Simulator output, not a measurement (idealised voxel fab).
process module | voxel spacer lines
cross-section cut | 265 nm wide | cells 5 nm
A cross-section is a grid of square cells, given in bands from the top down. A band is one or more rows of cells.
Each band's line starts with the height of the band's top and of its bottom, in nm. Then come its materials from left to right, each with its width in nm. One material with "throughout" fills the band from edge to edge. "air" is empty space.
Height 0 is the level under which the wafer as received is all one material. The lowest band goes on downwards, as in "0 down".
A width such as "30 to 40" changes by the same amount from each row of cells to the next, from the band's top row to its bottom row.
"no change" after a step means that no cell of the cross-section changed.
closed voids: empty space of 8 cells or more with no open way to the top, each as width x height at its distance from the left edge, in nm
after a step's settings: what the simulator itself notes on the step
overlay nm, on a step with a mask: how far to the right of its planned place the mask lay; to the left if negative
plan
1 op RECEIVE | material Si
2 op CONFORMAL_DEP | material Al2O3 | thk nm 5
3 op DIRECTIONAL_DEP | material W | thk nm 20
4 op DIRECTIONAL_DEP | material polySi | thk nm 25
5 op PATTERN | tone cover | mask id MANDREL | material resist | width nm 25 | pitch nm 80 | thk nm 30 | overlay nm 0
6 op DIRECTIONAL_ETCH | etch materials polySi | depth nm 25
7 op STRIP | etch materials resist
8 op CONFORMAL_DEP | material SiN | thk nm 15
9 op DIRECTIONAL_ETCH | etch materials SiN | depth nm 15
10 op STRIP | etch materials polySi
11 op DIRECTIONAL_ETCH | etch materials W | depth nm 20
12 op STRIP | etch materials SiN
13 op FILL_DEP | material SiO2 | thk nm 5
14 op CMP | height nm 25
as received, after step 1
  0 down: Si throughout
  closed voids: none
a wafer at the end: this start, this plan, one mistake
  25 to 5: polySi 25 | W 15 | polySi 25 | W 15 | polySi 25 | W 15 | polySi 25 | W 15 | polySi 25 | W 15 | polySi 25 | W 15 | polySi 25
  5 to 0: Al2O3 throughout
  0 down: Si throughout
  closed voids: none
what went wrong: step 13 ran as: op FILL_DEP | material polySi | thk nm 5
